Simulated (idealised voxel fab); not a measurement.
Process module in this document: voxel released beams
It is cross-section cut that appears here, measuring 250 nm in width, its square cells being 5 nm in size.
For the purposes of this document, a cross-section shall be understood as a grid of square cells, specified as bands listed in top-to-bottom order, each band consisting of one or more rows of cells.
Heights first: top, then bottom, in nm. Then materials, left to right, each with a width in nm. "all across" on a single material: fills the band edge to edge. "empty": empty space.
The reference from which all heights are counted is 0, the level beneath which the as-received wafer is entirely one material; the lowest band, having no lower bound, proceeds downward and is written after the example "0 -> down".
The expression "30..40" gives the width at the extremes of the band, the first number at its top row of cells and the second at its bottom row, with the width changing by equal amounts from each row to the next in between.
Take "all unchanged" at face value: in the step it is given for, the cross-section changed in none of its cells.
Look at "Sealed void inventory" for the closed voids: empty spaces with no open path to the top, sized 8 cells or up. Each is width x height at distance, distance from the left edge, all nm.
Whatever follows a step's settings on its line is a remark the simulator itself makes about that step.
overlay nm: how far to the right of its planned place the mask lay on this masked step (negative: to the left).
### Planned step list for the process
1) RECEIVE [material Si]
2) CONFORMAL_DEP [material Al2O3] [thk nm 10]
3) DIRECTIONAL_DEP [material SiO2] [thk nm 15]
4) MASKED_ETCH [tone open] [mask id ANCHOR] [width nm 25] [etch materials SiO2] [depth nm 15] [overlay nm 0]
5) CONFORMAL_DEP [material W] [thk nm 10]
6) DIRECTIONAL_DEP [material aC] [thk nm 15]
7) PATTERN [tone cover] [mask id BEAM] [material resist] [width nm 110] [thk nm 30] [overlay nm 0]
8) DIRECTIONAL_ETCH [etch materials aC] [depth nm 15]
9) STRIP [etch materials resist]
10) DIRECTIONAL_ETCH [etch materials W] [depth nm 10]
11) STRIP [etch materials aC]
12) STRIP [etch materials SiO2]
### So this is the incoming wafer in cross-section - it's already been through step 1
* 0 -> down: Si all across
* Sealed void inventory: none
### Cross-section, end of module. Start: as above. Plan: as above. Execution: one mistake
* 30 -> 20: 65 empty / 15 W / 5 empty / 90 W / 75 empty
* 20 -> 15: 70 empty / 10 W / 5 empty / 10 W / 155 empty
* 15 -> 5: 70 empty / 25 W / 155 empty
* 5 -> 0: Al2O3 all across
* 0 -> down: Si all across
* Sealed void inventory: none
Deviation from plan: step 2 deviated from plan and actually ran as CONFORMAL_DEP [material Al2O3] [thk nm 5]
